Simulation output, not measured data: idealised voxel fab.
process module | voxel self aligned vias
cross-section cut | 280 nm wide | cells 5 nm
A cross-section is a grid of square cells, given in bands from the top down. A band is one or more rows of cells.
Each band's line starts with the height of the band's top and of its bottom, in nm. Then come its materials from left to right, each with its width in nm. One material with "throughout" fills the band from edge to edge. "air" is empty space.
Height 0 is the level under which the wafer as received is all one material. The lowest band goes on downwards, as in "0 down".
A width such as "30 to 40" changes by the same amount from each row of cells to the next, from the band's top row to its bottom row.
"no change" after a step means that no cell of the cross-section changed.
closed voids: empty space of 8 cells or more with no open way to the top, each as width x height at its distance from the left edge, in nm
after a step's settings: what the simulator itself notes on the step
overlay nm, on a step with a mask: how far to the right of its planned place the mask lay; to the left if negative
plan
1 op RECEIVE | material Si
2 op CONFORMAL_DEP | material SiO2 | thk nm 10
3 op CONFORMAL_DEP | material SiCN | thk nm 5
4 op DIRECTIONAL_DEP | material lowk | thk nm 25
5 op MASKED_ETCH | tone open | mask id LINES | width nm 20 | pitch nm 45 | etch materials lowk | depth nm 25 | overlay nm 0
6 op CONFORMAL_DEP | material TiN | thk nm 5
7 op FILL_DEP | material W | thk nm 10
8 op CMP | height nm 40
9 op SELECTIVE_ETCH | etch materials W Ru TiN | depth nm 5
10 op FILL_DEP | material SiN | thk nm 5
11 op CMP | height nm 40
12 op DIRECTIONAL_DEP | material lowk | thk nm 15
13 op PATTERN | tone open | mask id VIAS | material resist | width nm 30 | thk nm 20 | overlay nm 0
14 op DIRECTIONAL_ETCH | etch materials lowk | depth nm 15
15 op DIRECTIONAL_ETCH | etch materials SiN | depth nm 5
16 op STRIP | etch materials resist
17 op CONFORMAL_DEP | material TiN | thk nm 5
18 op FILL_DEP | material Ru | thk nm 10
19 op CMP | height nm 55
20 op CONFORMAL_DEP | material SiCN | thk nm 5
as received, after step 1
  0 down: Si throughout
  closed voids: none
a wafer at the end: this start, this plan, one mistake
  60 to 55: SiCN throughout
  55 to 50: SiN 100 | TiN 30 | SiN 150
  50 to 40: SiN throughout
  40 to 35: lowk 105 | SiN 20 | lowk 25 | SiN 20 | lowk 110
  35 to 20: lowk 105 | TiN 5 | W 10 | TiN 5 | lowk 25 | TiN 5 | W 10 | TiN 5 | lowk 110
  20 to 15: lowk 105 | TiN 20 | lowk 25 | TiN 20 | lowk 110
  15 to 10: SiCN throughout
  10 to 0: SiO2 throughout
  0 down: Si throughout
  closed voids: none
what went wrong: step 12 ran as: op DIRECTIONAL_DEP | material SiN | thk nm 15
